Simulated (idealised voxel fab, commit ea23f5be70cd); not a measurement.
Herein follows the process module entitled voxel fin reveal.
In the cross-section labelled cut, the width is 295 nm and each square cell is 5 nm.
Format of a cross-section: grid, square cells. Given as bands. Order: top down. Band: one or more rows of cells. First you get the band's top height and its bottom height, in nm, and then the materials it's made of, left to right, with each width in nm. If you see a single material with "all across", that one covers the band edge to edge. "blank" is empty space. Height is counted from the level 0, under which the received wafer is composed throughout of one material. The lowest of the bands is not closed at the bottom but continues downward, in the notation "from 0 down". Top row gets the first number, bottom row gets the second, and each row in between changes by the same step: that is how a band width like "30 to 40" works. For the purposes of this document, the phrase "remains unaltered" attached to a step denotes that no cell within the cross-section was modified by that step. Reported under the label "Cavities, closed" are the empty spaces having no open way to the top and comprising 8 cells or more; the notation for each is width x height at distance, in which the distance is measured from the left edge and all three values are in nm. Whatever follows a step's settings on its line is a remark the simulator itself makes about that step. A step line may carry the setting "overlay nm", which, for steps involving a mask, states the distance by which the mask lay to the right of its intended position; negative values denote displacement to the left.

Planned process steps:
1 RECEIVE,material Si
2 CONFORMAL_DEP,material SiN,thk nm 10
3 DIRECTIONAL_DEP,material aC,thk nm 10
4 PATTERN,tone cover,mask id FINS,material resist,width nm 15,pitch nm 45,thk nm 30,overlay nm 0
5 DIRECTIONAL_ETCH,etch materials aC,depth nm 10
6 STRIP,etch materials resist
7 DIRECTIONAL_ETCH,etch materials SiN,depth nm 10
8 DIRECTIONAL_ETCH,etch materials Si,depth nm 40
9 STRIP,etch materials aC
10 FILL_DEP,material SiO2,thk nm 5
11 CMP,height nm 10
12 SELECTIVE_ETCH,etch materials SiO2,depth nm 25
13 STRIP,etch materials SiN

As-received state of the wafer in cross-section, equivalent to post-step 1:
* from 0 down = Si all across
* Cavities, closed: none

First of two wafers, end-of-module section, run followed plan:
* from 0 to -15 = blank 70 nm / Si 15 nm / blank 30 nm / Si 15 nm / blank 30 nm / Si 15 nm / blank 30 nm / Si 15 nm / blank 75 nm
* from -15 to -40 = SiO2 70 nm / Si 15 nm / SiO2 30 nm / Si 15 nm / SiO2 30 nm / Si 15 nm / SiO2 30 nm / Si 15 nm / SiO2 75 nm
* from -40 down = Si all across
* Cavities, closed: none

Cross-sectional view of the second of two wafers upon completion of the module. This wafer shared its starting condition and process plan with the first; one error was made during its execution:
* from 0 to -15 = blank 80 nm / Si 15 nm / blank 30 nm / Si 15 nm / blank 30 nm / Si 15 nm / blank 30 nm / Si 15 nm / blank 65 nm
* from -15 to -40 = SiO2 80 nm / Si 15 nm / SiO2 30 nm / Si 15 nm / SiO2 30 nm / Si 15 nm / SiO2 30 nm / Si 15 nm / SiO2 65 nm
* from -40 down = Si all across
* Cavities, closed: none
Short version of what went wrong: step 4 did not happen as planned, as run it was PATTERN,tone cover,mask id FINS,material resist,width nm 15,pitch nm 45,thk nm 30,overlay nm 10
Tallied in cells, the final second wafer holds each material in the same quantity as the first, although not at the same places.
